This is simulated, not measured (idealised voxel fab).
The following is a process module called voxel self aligned vias.
Section shown: cut. Width: 230 nm. Cell size: 5 nm, square.
Think of the cross-section as a grid of square cells. We describe it in bands, top to bottom, and each band covers one or more rows of those cells.
A band entry consists of two parts. The first gives the height of the band's top and the height of its bottom, in nm. The rest lists the band's materials from left to right, each with its width in nm. A single material labelled with the word "edge to edge" fills the band from edge to edge, and the word "blank" marks empty space.
A quick word on heights: they are counted from 0, and under that level the wafer as it came to us is one material throughout. The lowest band is different from the rest in having no bottom; it simply continues downward, written as in "from 0 down".
The expression "30..40" gives the width at the extremes of the band, the first number at its top row of cells and the second at its bottom row, with the width changing by equal amounts from each row to the next in between.
Reading "no modification" for a step: not a cell of the cross-section changed in it.
Look at "Closed-off voids" for the closed voids: empty spaces with no open path to the top, sized 8 cells or up. Each is width x height at distance, distance from the left edge, all nm.
Step line, after settings: the simulator's comment on this step.
When a step includes a mask, the "overlay nm" setting on its line states how far to the right of its planned place that mask lay, and negative values state how far to the left.
## Intended process steps
step 1: RECEIVE with material Si
step 2: CONFORMAL_DEP with material SiO2, thk nm 15
step 3: CONFORMAL_DEP with material SiCN, thk nm 5
step 4: DIRECTIONAL_DEP with material lowk, thk nm 20
step 5: MASKED_ETCH with tone open, mask id LINES, width nm 30, pitch nm 55, etch materials lowk, depth nm 20, overlay nm 0
step 6: CONFORMAL_DEP with material TiN, thk nm 5
step 7: FILL_DEP with material W, thk nm 10
step 8: CMP with height nm 40
step 9: SELECTIVE_ETCH with etch materials W Ru TiN, depth nm 5
step 10: FILL_DEP with material SiN, thk nm 10
step 11: CMP with height nm 40
step 12: DIRECTIONAL_DEP with material lowk, thk nm 20
step 13: DIRECTIONAL_DEP with material aC, thk nm 15
step 14: PATTERN with tone open, mask id VIAS, material resist, width nm 40, thk nm 30, overlay nm 0
step 15: DIRECTIONAL_ETCH with etch materials aC, depth nm 15
step 16: STRIP with etch materials resist
step 17: DIRECTIONAL_ETCH with etch materials lowk, depth nm 20
step 18: DIRECTIONAL_ETCH with etch materials SiN, depth nm 5
step 19: STRIP with etch materials aC
step 20: CONFORMAL_DEP with material TiN, thk nm 5
step 21: FILL_DEP with material W, thk nm 10
step 22: CMP with height nm 60
step 23: CONFORMAL_DEP with material SiN, thk nm 5
## On the first of the two wafers: run conducted according to plan
## This is the cross-section of the wafer as we received it, i.e. after step 1
- from 0 down  Si edge to edge
- Closed-off voids: none
## Step 2 done - wafer cross-section
- from 15 to 0  SiO2 edge to edge
- No changes below 0.
## Step 3 done - wafer cross-section
- from 20 to 15  SiCN edge to edge
- No changes below 15.
## Step 4 done - wafer cross-section
- from 40 to 20  lowk edge to edge
- No changes below 20.
## Step 5 done - wafer cross-section
- from 40 to 20  lowk 70 | blank 30 | lowk 25 | blank 30 | lowk 75
- No changes below 20.
## Step 6 done - wafer cross-section
- from 45 to 40  TiN 75 | blank 20 | TiN 35 | blank 20 | TiN 80
- from 40 to 25  lowk 70 | TiN 5 | blank 20 | TiN 5 | lowk 25 | TiN 5 | blank 20 | TiN 5 | lowk 75
- from 25 to 20  lowk 70 | TiN 30 | lowk 25 | TiN 30 | lowk 75
- No changes below 20.
## Step 7 done - wafer cross-section
- from 55 to 45  W edge to edge
- from 45 to 40  TiN 75 | W 20 | TiN 35 | W 20 | TiN 80
- from 40 to 25  lowk 70 | TiN 5 | W 20 | TiN 5 | lowk 25 | TiN 5 | W 20 | TiN 5 | lowk 75
- No changes below 25.
## Step 8 done - wafer cross-section
- from 40 to 25  lowk 70 | TiN 5 | W 20 | TiN 5 | lowk 25 | TiN 5 | W 20 | TiN 5 | lowk 75
- No changes below 25.
## Step 9 done - wafer cross-section
- from 40 to 35  lowk 70 | blank 30 | lowk 25 | blank 30 | lowk 75
- No changes below 35.
## Step 10 done - wafer cross-section
- from 50 to 40  SiN edge to edge
- from 40 to 35  lowk 70 | SiN 30 | lowk 25 | SiN 30 | lowk 75
- No changes below 35.
## Step 11 done - wafer cross-section
- from 40 to 35  lowk 70 | SiN 30 | lowk 25 | SiN 30 | lowk 75
- No changes below 35.
## Step 12 done - wafer cross-section
- from 60 to 40  lowk edge to edge
- No changes below 40.
## Step 13 done - wafer cross-section
- from 75 to 60  aC edge to edge
- No changes below 60.
## Step 14 done - wafer cross-section
- from 105 to 75  resist 65 | blank 40 | resist 125
- No changes below 75.
## Step 15 done - wafer cross-section
- from 90 to 75  resist 65 | blank 40 | resist 125
- from 75 to 60  aC 65 | blank 40 | aC 125
- No changes below 60.
## Step 16 done - wafer cross-section
- from 75 to 60  aC 65 | blank 40 | aC 125
- No changes below 60.
## Step 17 done - wafer cross-section
- from 75 to 60  aC 65 | blank 40 | aC 125
- from 60 to 40  lowk 65 | blank 40 | lowk 125
- No changes below 40.
## Step 18 done - wafer cross-section
- from 75 to 60  aC 65 | blank 40 | aC 125
- from 60 to 40  lowk 65 | blank 40 | lowk 125
- from 40 to 35  lowk 70 | blank 30 | lowk 25 | SiN 30 | lowk 75
- No changes below 35.
## Step 19 done - wafer cross-section
- from 60 to 40  lowk 65 | blank 40 | lowk 125
- No changes below 40.
## Step 20 done - wafer cross-section
- from 65 to 60  TiN 70 | blank 30 | TiN 130
- from 60 to 45  lowk 65 | TiN 5 | blank 30 | TiN 5 | lowk 125
- from 45 to 40  lowk 65 | TiN 10 | blank 20 | TiN 10 | lowk 125
- from 40 to 35  lowk 70 | TiN 30 | lowk 25 | SiN 30 | lowk 75
- No changes below 35.
## Step 21 done - wafer cross-section
- from 75 to 65  W edge to edge
- from 65 to 60  TiN 70 | W 30 | TiN 130
- from 60 to 45  lowk 65 | TiN 5 | W 30 | TiN 5 | lowk 125
- from 45 to 40  lowk 65 | TiN 10 | W 20 | TiN 10 | lowk 125
- No changes below 40.
## Step 22 done - wafer cross-section
- from 60 to 45  lowk 65 | TiN 5 | W 30 | TiN 5 | lowk 125
- No changes below 45.
## Step 23 done - wafer cross-section
- from 65 to 60  SiN edge to edge
- No changes below 60.
## Wafer two. Identical start, identical plan. One mistake in execution. Identical history through step 21
What the second wafer looks like in cross-section when step 22 should have wrapped up: no modification
## What the second wafer looks like in cross-section when step 23 should have wrapped up
- from 80 to 75  SiN edge to edge
- No changes below 75.
What was the processing mistake? step 22 of the plan was omitted and not executed
Wrapping up, a cell-based count of both wafers puts the second over or under the first for these materials: TiN: 40 more | W: 98 more
